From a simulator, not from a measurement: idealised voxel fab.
Process module name: voxel capacitor over wiring
FYI the section here is cut, 275 nm wide, cells are 5 nm squares.
Just so we're on the same page, the cross-sections are grids of square cells, and they're listed out in bands top to bottom, each band one or more rows deep.
Top, bottom (nm), then materials left to right with widths (nm); lone material tagged "all across" fills the whole band edge to edge; "blank" = empty space.
For the purposes of this specification, 0 denotes the height below which the wafer in its as-received condition is composed wholly of one material, and the lowermost band, lacking a lower limit, extends downward without end, as expressed in "0..down".
It should be noted that a width expressed as "30 to 40" varies in equal increments from row to row of cells within the band, taking the value of the first number at the top row and that of the second number at the bottom row.
"no change occurred", as given for a step, is the statement that not any cell of the cross-section underwent a change during that step.
"Voids, sealed" enumerates empty spaces isolated from the top, with no open way to it, that contain at least 8 cells, giving each as width x height at distance from the left edge, all three in nm.
It should be noted that, on the line of a given step, the content following the step's settings is a remark produced by the simulator itself with respect to that step.
The optional step-line setting "overlay nm" applies to steps with a mask and quantifies how far to the right of its planned location the mask lay, a negative value indicating leftward placement.

Intended process steps:
- 1: RECEIVE, material Si
- 2: CONFORMAL_DEP, material SiO2, thk nm 15
- 3: CONFORMAL_DEP, material SiN, thk nm 5
- 4: DIRECTIONAL_DEP, material SiO2, thk nm 20
- 5: MASKED_ETCH, tone open, mask id METAL_1, width nm 20, pitch nm 70, etch materials SiO2, depth nm 20, overlay nm 0
- 6: MASKED_ETCH, tone open, mask id METAL_1, width nm 20, pitch nm 70, etch materials SiN, depth nm 5, overlay nm 0
- 7: CONFORMAL_DEP, material TiN, thk nm 5
- 8: FILL_DEP, material W, thk nm 5
- 9: CMP, height nm 40
- 10: CONFORMAL_DEP, material SiCN, thk nm 5
- 11: DIRECTIONAL_DEP, material lowk, thk nm 10
- 12: PATTERN, tone open, mask id PLUG_1, material resist, width nm 15, thk nm 15, overlay nm 0
- 13: DIRECTIONAL_ETCH, etch materials lowk, depth nm 10
- 14: DIRECTIONAL_ETCH, etch materials SiCN, depth nm 5
- 15: STRIP, etch materials resist
- 16: CONFORMAL_DEP, material TiN, thk nm 5
- 17: FILL_DEP, material Cu, thk nm 10
- 18: CMP, height nm 55
- 19: DIRECTIONAL_DEP, material TiN, thk nm 10
- 20: DIRECTIONAL_DEP, material SiN, thk nm 5
- 21: DIRECTIONAL_DEP, material TiN, thk nm 10
- 22: MASKED_ETCH, tone cover, mask id UPPER_PLATE, width nm 55, etch materials TiN, depth nm 10, overlay nm 0
- 23: MASKED_ETCH, tone cover, mask id UPPER_PLATE, width nm 55, etch materials SiN, depth nm 5, overlay nm 0
- 24: MASKED_ETCH, tone cover, mask id LOWER_PLATE, width nm 65, etch materials TiN, depth nm 10, overlay nm 0
- 25: FILL_DEP, material SiO2, thk nm 15
- 26: CMP, height nm 90
- 27: MASKED_ETCH, tone open, mask id PLUG_2, width nm 15, etch materials SiO2, depth nm 10, overlay nm 0
- 28: CONFORMAL_DEP, material TiN, thk nm 5
- 29: FILL_DEP, material W, thk nm 10
- 30: CMP, height nm 90
- 31: CONFORMAL_DEP, material SiN, thk nm 5

Received-state cross-section, reflecting completion of step 1:
* 0..down | Si all across
* Voids, sealed: none

Wafer cross-section at module end: first of two, run to plan:
* 95..90 | SiN all across
* 90..85 | 105 nm SiO2, 5 nm TiN, 5 nm W, 5 nm TiN, 155 nm SiO2
* 85..80 | 105 nm SiO2, 15 nm TiN, 155 nm SiO2
* 80..70 | 95 nm SiO2, 55 nm TiN, 125 nm SiO2
* 70..65 | 95 nm SiO2, 55 nm SiN, 125 nm SiO2
* 65..55 | 90 nm SiO2, 65 nm TiN, 120 nm SiO2
* 55..45 | 95 nm lowk, 5 nm TiN, 5 nm Cu, 5 nm TiN, 165 nm lowk
* 45..40 | 95 nm SiCN, 15 nm TiN, 165 nm SiCN
* 40..20 | 90 nm SiO2, 5 nm TiN, 10 nm W, 5 nm TiN, 50 nm SiO2, 5 nm TiN, 10 nm W, 5 nm TiN, 95 nm SiO2
* 20..15 | 90 nm SiN, 20 nm TiN, 50 nm SiN, 20 nm TiN, 95 nm SiN
* 15..0 | SiO2 all across
* 0..down | Si all across
* Voids, sealed: none

This cross-section belongs to the second wafer of two at the end of the module; the start and the plan were shared with the first, and the run included one mistake:
* 95..90 | SiN all across
* 90..85 | 105 nm SiO2, 15 nm TiN, 155 nm SiO2
* 85..75 | 95 nm SiO2, 55 nm TiN, 125 nm SiO2
* 75..70 | 90 nm SiO2, 65 nm TiN, 120 nm SiO2
* 70..65 | SiN all across
* 65..55 | TiN all across
* 55..45 | 95 nm lowk, 5 nm TiN, 5 nm Cu, 5 nm TiN, 165 nm lowk
* 45..40 | 95 nm SiCN, 15 nm TiN, 165 nm SiCN
* 40..20 | 90 nm SiO2, 5 nm TiN, 10 nm W, 5 nm TiN, 50 nm SiO2, 5 nm TiN, 10 nm W, 5 nm TiN, 95 nm SiO2
* 20..15 | 90 nm SiN, 20 nm TiN, 50 nm SiN, 20 nm TiN, 95 nm SiN
* 15..0 | SiO2 all across
* 0..down | Si all across
* Voids, sealed: none
Which mistake was made when the wafer was run? the process deviated at step 21: the operation and settings actually run there were DIRECTIONAL_DEP, material TiN, thk nm 15
The closing comparison, in cells, has the second wafer with more or fewer of some materials than the first: +44 SiN; -138 SiO2; +95 TiN; -1 W
